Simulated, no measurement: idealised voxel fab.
Title: Process Module voxel ribs on slabs
It is cross-section cut that appears here, measuring 180 nm in width, its square cells being 5 nm in size.
A cross-section is a grid of square cells, given in bands from the top down. A band is one or more rows of cells. What a band's entry tells you: where the top is and where the bottom is, as heights in nm, and after that what lies inside, material by material from left to right, each with its width in nm. Empty space is written as the word "empty", and a single material marked with the word "throughout" occupies the band from edge to edge. Ref level 0: as-received wafer is one material below here. Bottom band extends down with no lower bound ("0 nm and below"). Width: "30 to 40" (first number = top row, second number = bottom row, same change from row to row of cells). Where a step carries "nothing got changed", the cross-section came out of it unchanged, cell for cell. "Enclosed internal cavities" contains a list of empty spaces, each no smaller than 8 cells and without an open way to the top, written in the form width x height at distance with the distance from the left edge and all three in nm. Read whatever lies past the settings on a step's line as the simulator's own remark about the step. overlay nm: mask right of planned place by this much (step with mask). Neg. = left.
Process steps foreseen in the plan:
step 1: RECEIVE [material Si]
step 2: DIRECTIONAL_DEP [material SiO2] [thk nm 30]
step 3: DIRECTIONAL_DEP [material SiN] [thk nm 25]
step 4: DIRECTIONAL_DEP [material aC] [thk nm 15]
step 5: PATTERN [tone cover] [mask id RIB] [material resist] [width nm 25] [thk nm 35] [overlay nm 0]
step 6: DIRECTIONAL_ETCH [etch materials aC] [depth nm 15]
step 7: STRIP [etch materials resist]
step 8: DIRECTIONAL_ETCH [etch materials SiN] [depth nm 5]
step 9: STRIP [etch materials aC]
step 10: PATTERN [tone cover] [mask id SLAB] [material resist] [width nm 65] [thk nm 15] [overlay nm 0]
step 11: DIRECTIONAL_ETCH [etch materials SiN] [depth nm 20]
step 12: STRIP [etch materials resist]
step 13: FILL_DEP [material SiO2] [thk nm 25]
step 14: CMP [height nm 75]
step 15: DIRECTIONAL_DEP [material TiN] [thk nm 10]
step 16: MASKED_ETCH [tone cover] [mask id HEATER] [width nm 35] [etch materials TiN] [depth nm 10] [overlay nm 0]
step 17: CONFORMAL_DEP [material SiN] [thk nm 10]
The first of a set of two wafers, run to plan:
Delivered wafer in cross-section: state after step 1:
0 nm and below = Si throughout
Enclosed internal cavities: none
How the wafer stands in section after step 2:
30 nm to 0 nm = SiO2 throughout
Lower than 0, everything is as it was.
How the wafer stands in section after step 3:
55 nm to 30 nm = SiN throughout
Lower than 30, everything is as it was.
How the wafer stands in section after step 4:
70 nm to 55 nm = aC throughout
Lower than 55, everything is as it was.
How the wafer stands in section after step 5:
105 nm to 70 nm = 75 of empty  25 of resist  80 of empty
Lower than 70, everything is as it was.
How the wafer stands in section after step 6:
90 nm to 70 nm = 75 of empty  25 of resist  80 of empty
70 nm to 55 nm = 75 of empty  25 of aC  80 of empty
Lower than 55, everything is as it was.
How the wafer stands in section after step 7:
70 nm to 55 nm = 75 of empty  25 of aC  80 of empty
Lower than 55, everything is as it was.
How the wafer stands in section after step 8:
70 nm to 55 nm = 75 of empty  25 of aC  80 of empty
55 nm to 50 nm = 75 of empty  25 of SiN  80 of empty
Lower than 50, everything is as it was.
How the wafer stands in section after step 9:
55 nm to 50 nm = 75 of empty  25 of SiN  80 of empty
Lower than 50, everything is as it was.
How the wafer stands in section after step 10:
70 nm to 55 nm = 55 of empty  65 of resist  60 of empty
55 nm to 50 nm = 55 of empty  20 of resist  25 of SiN  20 of resist  60 of empty
Lower than 50, everything is as it was.
How the wafer stands in section after step 11:
70 nm to 55 nm = 55 of empty  65 of resist  60 of empty
55 nm to 50 nm = 55 of empty  20 of resist  25 of SiN  20 of resist  60 of empty
50 nm to 30 nm = 55 of empty  65 of SiN  60 of empty
Lower than 30, everything is as it was.
How the wafer stands in section after step 12:
55 nm to 50 nm = 75 of empty  25 of SiN  80 of empty
Lower than 50, everything is as it was.
How the wafer stands in section after step 13:
80 nm to 55 nm = SiO2 throughout
55 nm to 50 nm = 75 of SiO2  25 of SiN  80 of SiO2
50 nm to 30 nm = 55 of SiO2  65 of SiN  60 of SiO2
Lower than 30, everything is as it was.
How the wafer stands in section after step 14:
75 nm to 55 nm = SiO2 throughout
Lower than 55, everything is as it was.
How the wafer stands in section after step 15:
85 nm to 75 nm = TiN throughout
Lower than 75, everything is as it was.
How the wafer stands in section after step 16:
85 nm to 75 nm = 70 of empty  35 of TiN  75 of empty
Lower than 75, everything is as it was.
How the wafer stands in section after step 17:
95 nm to 85 nm = 60 of empty  55 of SiN  65 of empty
85 nm to 75 nm = 70 of SiN  35 of TiN  75 of SiN
Lower than 75, everything is as it was.
Notes, second wafer: start = first wafer's, plan = first wafer's, execution had one mistake; history identical to first through step 2:
Cross-section: second wafer, time at which step 3 was scheduled to end:
55 nm to 30 nm = TiN throughout
Lower than 30, everything is as it was.
Cross-section: second wafer, time at which step 4 was scheduled to end:
70 nm to 55 nm = aC throughout
Lower than 55, everything is as it was.
Cross-section: second wafer, time at which step 5 was scheduled to end:
105 nm to 70 nm = 75 of empty  25 of resist  80 of empty
Lower than 70, everything is as it was.
Cross-section: second wafer, time at which step 6 was scheduled to end:
90 nm to 70 nm = 75 of empty  25 of resist  80 of empty
70 nm to 55 nm = 75 of empty  25 of aC  80 of empty
Lower than 55, everything is as it was.
Cross-section: second wafer, time at which step 7 was scheduled to end:
70 nm to 55 nm = 75 of empty  25 of aC  80 of empty
Lower than 55, everything is as it was.
Cross-section: second wafer, time at which step 8 was scheduled to end: nothing got changed
Cross-section: second wafer, time at which step 9 was scheduled to end:
55 nm to 30 nm = TiN throughout
Lower than 30, everything is as it was.
Cross-section: second wafer, time at which step 10 was scheduled to end:
70 nm to 55 nm = 55 of empty  65 of resist  60 of empty
Lower than 55, everything is as it was.
Cross-section: second wafer, time at which step 11 was scheduled to end: nothing got changed
Cross-section: second wafer, time at which step 12 was scheduled to end:
55 nm to 30 nm = TiN throughout
Lower than 30, everything is as it was.
Cross-section: second wafer, time at which step 13 was scheduled to end:
80 nm to 55 nm = SiO2 throughout
Lower than 55, everything is as it was.
Cross-section: second wafer, time at which step 14 was scheduled to end:
75 nm to 55 nm = SiO2 throughout
Lower than 55, everything is as it was.
Cross-section: second wafer, time at which step 15 was scheduled to end:
85 nm to 75 nm = TiN throughout
Lower than 75, everything is as it was.
Cross-section: second wafer, time at which step 16 was scheduled to end:
85 nm to 75 nm = 70 of empty  35 of TiN  75 of empty
Lower than 75, everything is as it was.
Cross-section: second wafer, time at which step 17 was scheduled to end:
95 nm to 85 nm = 60 of empty  55 of SiN  65 of empty
85 nm to 75 nm = 70 of SiN  35 of TiN  75 of SiN
Lower than 75, everything is as it was.
In executing the process, a mistake was made relative to the plan: contrary to plan, step 3 was performed as DIRECTIONAL_DEP [material TiN] [thk nm 25]
Final difference in cells, second wafer against first, listed per material as more or fewer: SiN: 57 fewer | SiO2: 123 fewer | TiN: 180 more
